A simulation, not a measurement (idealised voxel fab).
process module | voxel self aligned contacts
cross-section cut | 190 nm wide | cells 5 nm
A cross-section is a grid of square cells, given in bands from the top down. A band is one or more rows of cells.
Each band's line starts with the height of the band's top and of its bottom, in nm. Then come its materials from left to right, each with its width in nm. One material with "throughout" fills the band from edge to edge. "air" is empty space.
Height 0 is the level under which the wafer as received is all one material. The lowest band goes on downwards, as in "0 down".
A width such as "30 to 40" changes by the same amount from each row of cells to the next, from the band's top row to its bottom row.
"no change" after a step means that no cell of the cross-section changed.
closed voids: empty space of 8 cells or more with no open way to the top, each as width x height at its distance from the left edge, in nm
after a step's settings: what the simulator itself notes on the step
overlay nm, on a step with a mask: how far to the right of its planned place the mask lay; to the left if negative
plan
1 op RECEIVE | material Si
2 op OXIDIZE | depth nm 5
3 op DIRECTIONAL_DEP | material polySi | thk nm 25
4 op DIRECTIONAL_DEP | material SiN | thk nm 25
5 op PATTERN | tone cover | mask id GATE | material resist | width nm 25 | pitch nm 60 | thk nm 20 | overlay nm 0
6 op DIRECTIONAL_ETCH | etch materials SiN | depth nm 25
7 op DIRECTIONAL_ETCH | etch materials polySi | depth nm 25
8 op STRIP | etch materials resist
9 op CONFORMAL_DEP | material SiN | thk nm 10
10 op DIRECTIONAL_ETCH | etch materials SiN | depth nm 10
11 op FILL_DEP | material SiO2 | thk nm 20
12 op CMP | height nm 60
13 op DIRECTIONAL_DEP | material aC | thk nm 10
14 op PATTERN | tone open | mask id CONTACT | material resist | width nm 35 | thk nm 25 | overlay nm 0
15 op DIRECTIONAL_ETCH | etch materials aC | depth nm 10
16 op STRIP | etch materials resist
17 op DIRECTIONAL_ETCH | etch materials SiO2 | depth nm 65
18 op STRIP | etch materials aC
19 op CONFORMAL_DEP | material TiN | thk nm 5
20 op FILL_DEP | material Ru | thk nm 10
21 op CMP | height nm 60
22 op CONFORMAL_DEP | material SiCN | thk nm 5
varied across the wafers: width nm of step 14. The plan shows the first wafer's value. All wafers start alike
first wafer as received, after step 1
  0 down: Si throughout
  closed voids: none
first wafer at the end, after step 22
  65 to 60: SiCN throughout
  60 to 50: SiO2 75 | TiN 5 to 15 | Ru 25 to 5 | TiN 5 to 15 | SiO2 80
  50 to 25: SiO2 40 | SiN 45 | TiN 5 | Ru 5 | TiN 5 | SiN 45 | SiO2 45
  25 to 0: SiO2 40 | SiN 10 | polySi 25 | SiN 10 | TiN 5 | Ru 5 | TiN 5 | SiN 10 | polySi 25 | SiN 10 | SiO2 45
  0 to -5: SiO2 85 | TiN 15 | SiO2 90
  -5 down: Si throughout
  closed voids: none
last wafer at the end
  65 to 60: SiCN throughout
  60 to 50: SiO2 65 | TiN 5 to 25 | Ru 50 to 5 | TiN 5 to 30 | SiO2 65
  50 to 25: SiO2 40 | SiN 45 | TiN 5 | Ru 5 | TiN 5 | SiN 45 | SiO2 45
  25 to 0: SiO2 40 | SiN 10 | polySi 25 | SiN 10 | TiN 5 | Ru 5 | TiN 5 | SiN 10 | polySi 25 | SiN 10 | SiO2 45
  0 to -5: SiO2 85 | TiN 15 | SiO2 90
  -5 down: Si throughout
  closed voids: none
each wafer at the end: cells of each material gained (+) or lost (-) since it was received, then its closed voids
width nm 35 | +16 Ru | -38 Si | +38 SiCN | +130 SiN | +267 SiO2 | +31 TiN | +50 polySi | closed voids: none
width nm 40 | +17 Ru | -38 Si | +38 SiCN | +130 SiN | +265 SiO2 | +32 TiN | +50 polySi | closed voids: none
width nm 45 | +18 Ru | -38 Si | +38 SiCN | +130 SiN | +263 SiO2 | +33 TiN | +50 polySi | closed voids: none
width nm 50 | +19 Ru | -38 Si | +38 SiCN | +130 SiN | +261 SiO2 | +34 TiN | +50 polySi | closed voids: none
width nm 55 | +20 Ru | -38 Si | +38 SiCN | +130 SiN | +259 SiO2 | +35 TiN | +50 polySi | closed voids: none
width nm 60 | +21 Ru | -38 Si | +38 SiCN | +130 SiN | +257 SiO2 | +36 TiN | +50 polySi | closed voids: none
